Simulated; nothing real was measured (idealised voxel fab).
process module | voxel quadruple lines
cross-section cut | 265 nm wide | cells 5 nm
A cross-section is a grid of square cells, given in bands from the top down. A band is one or more rows of cells.
Each band's line starts with the height of the band's top and of its bottom, in nm. Then come its materials from left to right, each with its width in nm. One material with "throughout" fills the band from edge to edge. "air" is empty space.
Height 0 is the level under which the wafer as received is all one material. The lowest band goes on downwards, as in "0 down".
A width such as "30 to 40" changes by the same amount from each row of cells to the next, from the band's top row to its bottom row.
"no change" after a step means that no cell of the cross-section changed.
closed voids: empty space of 8 cells or more with no open way to the top, each as width x height at its distance from the left edge, in nm
after a step's settings: what the simulator itself notes on the step
overlay nm, on a step with a mask: how far to the right of its planned place the mask lay; to the left if negative
plan
1 op RECEIVE | material Si
2 op CONFORMAL_DEP | material SiO2 | thk nm 10
3 op DIRECTIONAL_DEP | material Ru | thk nm 15
4 op DIRECTIONAL_DEP | material polySi | thk nm 20
5 op DIRECTIONAL_DEP | material aC | thk nm 25
6 op PATTERN | tone cover | mask id MANDREL | material resist | width nm 25 | thk nm 35 | overlay nm 0
7 op DIRECTIONAL_ETCH | etch materials aC | depth nm 25
8 op STRIP | etch materials resist
9 op CONFORMAL_DEP | material SiO2 | thk nm 15
10 op DIRECTIONAL_ETCH | etch materials SiO2 | depth nm 15
11 op STRIP | etch materials aC
12 op DIRECTIONAL_ETCH | etch materials polySi | depth nm 20
13 op STRIP | etch materials SiO2
14 op CONFORMAL_DEP | material SiN | thk nm 5
15 op DIRECTIONAL_ETCH | etch materials SiN | depth nm 5
16 op STRIP | etch materials polySi
17 op DIRECTIONAL_ETCH | etch materials Ru | depth nm 15
18 op STRIP | etch materials SiN
as received, after step 1
  0 down: Si throughout
  closed voids: none
first wafer at the end, as planned
  25 to 10: air 100 | Ru 5 | air 15 | Ru 5 | air 15 | Ru 5 | air 15 | Ru 5 | air 100
  10 to 0: SiO2 throughout
  0 down: Si throughout
  closed voids: none
second wafer at the end: like start, like plan, one mistake
  25 to 10: air 95 | Ru 5 | air 15 | Ru 5 | air 25 | Ru 5 | air 15 | Ru 5 | air 95
  10 to 0: SiO2 throughout
  0 down: Si throughout
  closed voids: none
what went wrong: step 6 ran as: op PATTERN | tone cover | mask id MANDREL | material resist | width nm 35 | thk nm 35 | overlay nm 0
at the end the second wafer has, in cells: as many of each material as the first, in other places
